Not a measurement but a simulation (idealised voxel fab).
Presented below is a process module, voxel air gaps.
In the cross-section labelled cut, the width is 235 nm and each square cell is 5 nm.
Notation: cross-section as square-cell grid; stated in bands, top first, going down; one or more cell rows per band.
Band: top height; bottom height; in nm. Then, left to right: material with width in nm, for each material. "throughout": a single material spanning edge to edge. "empty": empty space.
Heads up on the height convention: 0 is the point under which the incoming wafer is all one material, and the lowest band has no bottom, it just keeps going down, like "z 0 and below".
Quick explanation for "30 to 40": the width changes in equal steps down the rows of cells, from the first number in the band's top row to the second number in its bottom row.
When a step is marked "no change occurred", none of the cells in the cross-section changed during that step.
What "Closed void listing" gives you is every empty space of 8 cells or more that is cut off from the top. Each appears as width x height at distance, with the distance taken from the left edge and width, height and distance all in nm.
Whatever follows a step's settings on its line is a remark the simulator itself makes about that step.
On any step carrying a mask, the "overlay nm" setting, if present on the step's line, tells how far right of its planned place the mask lay; negative values point to the left.
## Here's what the planned process steps look like
- 1: RECEIVE, material Si
- 2: CONFORMAL_DEP, material SiO2, thk nm 15
- 3: CONFORMAL_DEP, material SiCN, thk nm 5
- 4: DIRECTIONAL_DEP, material lowk, thk nm 30
- 5: PATTERN, tone open, mask id LINES, material resist, width nm 20, pitch nm 50, thk nm 15, overlay nm 0
- 6: DIRECTIONAL_ETCH, etch materials lowk, depth nm 30
- 7: STRIP, etch materials resist
- 8: CONFORMAL_DEP, material TiN, thk nm 5
- 9: FILL_DEP, material W, thk nm 5
- 10: CMP, height nm 50
- 11: EPI, material Ru, thk nm 10
- 12: SELECTIVE_ETCH, etch materials lowk, depth nm 40
- 13: CONFORMAL_DEP, material SiCN, thk nm 5
## As-received state of the wafer in cross-section, equivalent to post-step 1
  z 0 and below  Si throughout
  Closed void listing: none
## Wafer cross-section at module end: first of two, run to plan
  z 65 to 60  empty 40 nm, then SiCN 150 nm, then empty 45 nm
  z 60 to 50  empty 40 nm, then SiCN 5 nm, then Ru 40 nm, then SiCN 10 nm, then Ru 40 nm, then SiCN 10 nm, then Ru 40 nm, then SiCN 5 nm, then empty 45 nm
  z 50 to 45  empty 40 nm, then SiCN 15 nm, then TiN 5 nm, then W 10 nm, then TiN 5 nm, then SiCN 30 nm, then TiN 5 nm, then W 10 nm, then TiN 5 nm, then SiCN 30 nm, then TiN 5 nm, then W 10 nm, then TiN 5 nm, then SiCN 15 nm, then empty 45 nm
  z 45 to 25  empty 50 nm, then SiCN 5 nm, then TiN 5 nm, then W 10 nm, then TiN 5 nm, then SiCN 5 nm, then empty 20 nm, then SiCN 5 nm, then TiN 5 nm, then W 10 nm, then TiN 5 nm, then SiCN 5 nm, then empty 20 nm, then SiCN 5 nm, then TiN 5 nm, then W 10 nm, then TiN 5 nm, then SiCN 5 nm, then empty 55 nm
  z 25 to 20  SiCN 55 nm, then TiN 20 nm, then SiCN 30 nm, then TiN 20 nm, then SiCN 30 nm, then TiN 20 nm, then SiCN 60 nm
  z 20 to 15  SiCN throughout
  z 15 to 0  SiO2 throughout
  z 0 and below  Si throughout
  Closed void listing: 20 x 20 at 80; 20 x 20 at 130
## Second wafer cross-section at end of module - shared start and plan with the first, one mistake in the run
  z 65 to 60  empty 45 nm, then SiCN 45 nm, then empty 5 nm, then SiCN 45 nm, then empty 5 nm, then SiCN 45 nm, then empty 45 nm
  z 60 to 50  empty 45 nm, then SiCN 5 nm, then Ru 35 nm, then SiCN 5 nm, then empty 5 nm, then SiCN 5 nm, then Ru 35 nm, then SiCN 5 nm, then empty 5 nm, then SiCN 5 nm, then Ru 35 nm, then SiCN 5 nm, then empty 45 nm
  z 50 to 45  empty 45 nm, then SiCN 15 nm, then TiN 5 nm, then W 5 nm, then TiN 5 nm, then SiCN 15 nm, then empty 5 nm, then SiCN 15 nm, then TiN 5 nm, then W 5 nm, then TiN 5 nm, then SiCN 15 nm, then empty 5 nm, then SiCN 15 nm, then TiN 5 nm, then W 5 nm, then TiN 5 nm, then SiCN 15 nm, then empty 45 nm
  z 45 to 25  empty 55 nm, then SiCN 5 nm, then TiN 5 nm, then W 5 nm, then TiN 5 nm, then SiCN 5 nm, then empty 25 nm, then SiCN 5 nm, then TiN 5 nm, then W 5 nm, then TiN 5 nm, then SiCN 5 nm, then empty 25 nm, then SiCN 5 nm, then TiN 5 nm, then W 5 nm, then TiN 5 nm, then SiCN 5 nm, then empty 55 nm
  z 25 to 20  SiCN 60 nm, then TiN 15 nm, then SiCN 35 nm, then TiN 15 nm, then SiCN 35 nm, then TiN 15 nm, then SiCN 60 nm
  z 20 to 15  SiCN throughout
  z 15 to 0  SiO2 throughout
  z 0 and below  Si throughout
  Closed void listing: none
What was done differently from what was planned? step 5 ran as: PATTERN, tone open, mask id LINES, material resist, width nm 15, pitch nm 50, thk nm 15, overlay nm 0
At the finish, the second wafer shows more or fewer cells for some materials than the first does: Ru -6 | TiN -3 | W -15
Wafer, first: 2 closed voids at end. Wafer, second: 0.
